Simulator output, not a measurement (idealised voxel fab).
Name of the process module below: voxel fin reveal
Square cell edge 5 nm, section width 245 nm, ID cut.
Cross-section, as written here: a square-cell grid given band by band from the top down, where a band holds one or more rows of cells.
This entry defines a band. It first specifies the height of the band's top and the height of its bottom in nm, and then specifies the band's materials from left to right, stating each material with its width in nm. The word "all across" identifies a single material that fills the band from edge to edge, while the word "blank" identifies empty space.
Below 0: as-received wafer, all one material; heights counted from there. Lowest band: no bottom, goes on down, written "0..down".
Width "30..40": first value at the band's top row of cells, second value at its bottom row, equal change from row to row.
Take "nothing was modified" at face value: in the step it is given for, the cross-section changed in none of its cells.
Look at "Sealed internal cavities" for the closed voids: empty spaces with no open path to the top, sized 8 cells or up. Each is width x height at distance, distance from the left edge, all nm.
Post-settings text on a step line: simulator's own remark regarding the step.
overlay nm, on a step with a mask: how far to the right of its planned place the mask lay; to the left if negative
-- The planned process steps are enumerated hereunder
1) RECEIVE | material Si
2) CONFORMAL_DEP | material SiN | thk nm 10
3) PATTERN | tone cover | mask id FINS | material resist | width nm 15 | pitch nm 45 | thk nm 15 | overlay nm 0
4) DIRECTIONAL_ETCH | etch materials SiN | depth nm 10
5) DIRECTIONAL_ETCH | etch materials Si | depth nm 35
6) STRIP | etch materials resist
7) OXIDIZE | depth nm 5
8) FILL_DEP | material SiO2 | thk nm 5
9) CMP | height nm 10
10) SELECTIVE_ETCH | etch materials SiO2 | depth nm 25
11) STRIP | etch materials SiN
12) CONFORMAL_DEP | material SiO2 | thk nm 5
-- Cross-section of the wafer as it came to us, i.e., already through step 1
    0..down | Si all across
    Sealed internal cavities: none
-- The plan above was carried out on the starting structure above with one mistake, and this cross-section shows the wafer at the end of the module
    5..0 | 50 blank; 15 SiO2; 30 blank; 15 SiO2; 30 blank; 15 SiO2; 30 blank; 15 SiO2; 45 blank
    0..-10 | 50 blank; 5 SiO2; 5 Si; 5 SiO2; 30 blank; 5 SiO2; 5 Si; 5 SiO2; 30 blank; 5 SiO2; 5 Si; 5 SiO2; 30 blank; 5 SiO2; 5 Si; 5 SiO2; 45 blank
    -10..-40 | 55 SiO2; 5 Si; 40 SiO2; 5 Si; 40 SiO2; 5 Si; 40 SiO2; 5 Si; 50 SiO2
    -40..down | Si all across
    Sealed internal cavities: none
Heads up, the wafer didn't run the way we planned it: note that step 3 departed from the planned setting and was carried out as PATTERN | tone cover | mask id FINS | material resist | width nm 15 | pitch nm 45 | thk nm 15 | overlay nm 5
